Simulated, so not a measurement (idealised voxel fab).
Title: Process Module voxel gate over fins
Shown is cross-section cut, with a width of 230 nm and square cells of size 5 nm.
We lay out every cross-section as a grid of square cells and spell it out in bands from the top down, where one band means one or more rows of cells.
In this notation a band is specified by the heights of its top and bottom, in that order and in nm, after which its materials appear from left to right, each paired with its width in nm. The word "full width" attached to a single material means that material fills the band from edge to edge; the word "empty" stands for empty space.
Ref level 0: as-received wafer is one material below here. Bottom band extends down with no lower bound ("0 -> down").
A width given as "30->40" starts at the first number in the band's top row and ends at the second number in its bottom row, shifting by an equal amount at every step from row to row.
Step note "nothing was modified" = no cross-section cell changed.
In "Enclosed void catalog" the enclosed voids are listed, meaning empty spaces of 8 cells or larger without any opening to the top. The form is width x height at distance, distance from the left edge, units nm.
What comes after the settings on a step's line is commentary from the simulator itself on that step.
Among the settings permitted on a step's line is "overlay nm"; applied to a step with a mask, it specifies the extent to which the mask lay to the right of its planned position, whereas a negative figure signifies a position to the left.

# Process steps foreseen in the plan
| 1 | RECEIVE | material Si |
| 2 | CONFORMAL_DEP | material SiN | thk nm 5 |
| 3 | PATTERN | tone cover | mask id FINS | material resist | width nm 15 | pitch nm 50 | thk nm 20 | overlay nm 0 |
| 4 | DIRECTIONAL_ETCH | etch materials SiN | depth nm 5 |
| 5 | DIRECTIONAL_ETCH | etch materials Si | depth nm 40 |
| 6 | STRIP | etch materials resist |
| 7 | OXIDIZE | depth nm 5 |
| 8 | FILL_DEP | material SiO2 | thk nm 10 |
| 9 | CMP | height nm 5 |
| 10 | DIRECTIONAL_DEP | material aC | thk nm 10 |
| 11 | PATTERN | tone open | mask id RAIL | material resist | width nm 15 | thk nm 25 | overlay nm 0 |
| 12 | DIRECTIONAL_ETCH | etch materials aC | depth nm 10 |
| 13 | STRIP | etch materials resist |
| 14 | DIRECTIONAL_ETCH | etch materials SiO2 | depth nm 40 |
| 15 | STRIP | etch materials aC |
| 16 | CONFORMAL_DEP | material TiN | thk nm 5 |
| 17 | FILL_DEP | material W | thk nm 10 |
| 18 | CMP | height nm 5 |
| 19 | SELECTIVE_ETCH | etch materials W Ru TiN | depth nm 25 |
| 20 | FILL_DEP | material SiO2 | thk nm 5 |
| 21 | CMP | height nm 5 |
| 22 | SELECTIVE_ETCH | etch materials SiO2 | depth nm 20 |
| 23 | STRIP | etch materials SiN |
| 24 | CONFORMAL_DEP | material HfO2 | thk nm 5 |
| 25 | CONFORMAL_DEP | material TiN | thk nm 5 |
| 26 | CONFORMAL_DEP | material TiAl | thk nm 5 |
| 27 | CONFORMAL_DEP | material TiN | thk nm 5 |
| 28 | FILL_DEP | material W | thk nm 15 |
| 29 | CMP | height nm 30 |
| 30 | CONFORMAL_DEP | material SiN | thk nm 5 |

# Received-state cross-section, reflecting completion of step 1
- 0 -> down  Si full width
- Enclosed void catalog: none

# This is how the wafer looks in cross-section once the module is done, given the starting state and plan above and one mistake in carrying the plan out
- 35 -> 30  SiN full width
- 30 -> 20  W full width
- 20 -> 15  W 65 nm / TiN 45 nm / W 5 nm / TiN 45 nm / W 70 nm
- 15 -> 10  W 65 nm / TiN 5 nm / TiAl 35 nm / TiN 5 nm / W 5 nm / TiN 5 nm / TiAl 35 nm / TiN 5 nm / W 70 nm
- 10 -> 5  W 65 nm / TiN 5 nm / TiAl 5 nm / HfO2 25 nm / TiAl 5 nm / TiN 5 nm / W 5 nm / TiN 5 nm / TiAl 5 nm / HfO2 25 nm / TiAl 5 nm / TiN 5 nm / W 70 nm
- 5 -> 0  TiN 70 nm / TiAl 5 nm / HfO2 5 nm / TiN 15 nm / HfO2 5 nm / TiAl 5 nm / TiN 15 nm / TiAl 5 nm / HfO2 5 nm / TiN 15 nm / HfO2 5 nm / TiAl 5 nm / TiN 75 nm
- 0 -> -5  TiAl 75 nm / HfO2 5 nm / TiN 5 nm / Si 5 nm / TiN 5 nm / HfO2 5 nm / TiAl 25 nm / HfO2 5 nm / TiN 5 nm / Si 5 nm / TiN 5 nm / HfO2 5 nm / TiAl 80 nm
- -5 -> -10  HfO2 80 nm / TiN 5 nm / Si 5 nm / TiN 5 nm / HfO2 35 nm / TiN 5 nm / Si 5 nm / TiN 5 nm / HfO2 85 nm
- -10 -> -15  TiN 85 nm / Si 5 nm / TiN 45 nm / Si 5 nm / TiN 90 nm
- -15 -> -20  SiO2 85 nm / Si 5 nm / SiO2 45 nm / Si 5 nm / SiO2 90 nm
- -20 -> -30  SiO2 85 nm / Si 5 nm / SiO2 15 nm / TiN 5 nm / W 5 nm / TiN 5 nm / SiO2 15 nm / Si 5 nm / SiO2 90 nm
- -30 -> -35  SiO2 85 nm / Si 5 nm / SiO2 15 nm / TiN 15 nm / SiO2 15 nm / Si 5 nm / SiO2 90 nm
- -35 -> -45  SiO2 85 nm / Si 5 nm / SiO2 45 nm / Si 5 nm / SiO2 90 nm
- -45 -> down  Si full width
- Enclosed void catalog: none
Diagnosis: order of steps 24 and 25 inverted relative to the plan
